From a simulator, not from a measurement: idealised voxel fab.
Proc. module: voxel self aligned vias
Cross-section cut: width 235 nm, square cells of 5 nm.
Notation: cross-section as square-cell grid; stated in bands, top first, going down; one or more cell rows per band. In this notation a band is specified by the heights of its top and bottom, in that order and in nm, after which its materials appear from left to right, each paired with its width in nm. The word "throughout" attached to a single material means that material fills the band from edge to edge; the word "air" stands for empty space. Heads up on the height convention: 0 is the point under which the incoming wafer is all one material, and the lowest band has no bottom, it just keeps going down, like "z 0 and below". Think of "30 to 40" as a width that walks from the first number to the second as you go down the band, top row to bottom row, taking equal-sized steps from row to row. It should be understood that the words "changes: none", when stated for a given step, signify that the cross-section underwent no change in any of its cells during that step. "Closed void roster" means: voids of 8 cells or more that are shut off from the top with no open way through. Written width x height at distance, distance from the left edge, in nm. That trailing text on a step's line, after the settings, is the simulator's own remark on the step. overlay nm: mask right of planned place by this much (step with mask). Neg. = left.
SO HERE'S THE LINEUP OF PROCESS STEPS WE PLANNED
| 1 | RECEIVE with material Si |
| 2 | CONFORMAL_DEP with material SiO2, thk nm 15 |
| 3 | CONFORMAL_DEP with material SiCN, thk nm 5 |
| 4 | DIRECTIONAL_DEP with material SiO2, thk nm 30 |
| 5 | MASKED_ETCH with tone open, mask id LINES, width nm 25, pitch nm 60, etch materials SiO2, depth nm 30, overlay nm 0 |
| 6 | CONFORMAL_DEP with material TiN, thk nm 5 |
| 7 | FILL_DEP with material W, thk nm 10 |
| 8 | CMP with height nm 50 |
| 9 | SELECTIVE_ETCH with etch materials W Ru TiN, depth nm 5 |
| 10 | FILL_DEP with material SiN, thk nm 5 |
| 11 | CMP with height nm 50 |
| 12 | DIRECTIONAL_DEP with material SiO2, thk nm 15 |
| 13 | MASKED_ETCH with tone open, mask id VIAS, width nm 35, pitch nm 60, etch materials SiO2, depth nm 15, overlay nm 0 |
| 14 | MASKED_ETCH with tone open, mask id VIAS, width nm 35, pitch nm 60, etch materials SiN, depth nm 5, overlay nm 0 |
| 15 | CONFORMAL_DEP with material TiN, thk nm 5 |
| 16 | FILL_DEP with material Cu, thk nm 5 |
| 17 | CMP with height nm 65 |
| 18 | CONFORMAL_DEP with material SiCN, thk nm 5 |
HERE'S WHAT THE WAFER LOOKED LIKE IN CROSS-SECTION WHEN IT ARRIVED - THAT'S AFTER STEP 1
> z 0 and below = Si throughout
> Closed void roster: none
MODULE COMPLETE, CROSS-SECTION. STARTING POINT AND PLAN PER ABOVE. ONE MISTAKE MADE IN RUNNING THE MODULE
> z 70 to 65 = W throughout
> z 65 to 55 = SiO2=70  TiN=5  Cu=25  TiN=5  SiO2=25  TiN=5  Cu=25  TiN=5  SiO2=70
> z 55 to 50 = SiO2=70  TiN=10  Cu=15  TiN=10  SiO2=25  TiN=10  Cu=15  TiN=10  SiO2=70
> z 50 to 45 = SiO2=75  TiN=25  SiO2=35  TiN=25  SiO2=75
> z 45 to 25 = SiO2=75  TiN=5  W=15  TiN=5  SiO2=35  TiN=5  W=15  TiN=5  SiO2=75
> z 25 to 20 = SiO2=75  TiN=25  SiO2=35  TiN=25  SiO2=75
> z 20 to 15 = SiCN throughout
> z 15 to 0 = SiO2 throughout
> z 0 and below = Si throughout
> Closed void roster: none
The mistake made against the process plan was this: step 18: run off-plan, actual operation and settings CONFORMAL_DEP with material W, thk nm 5
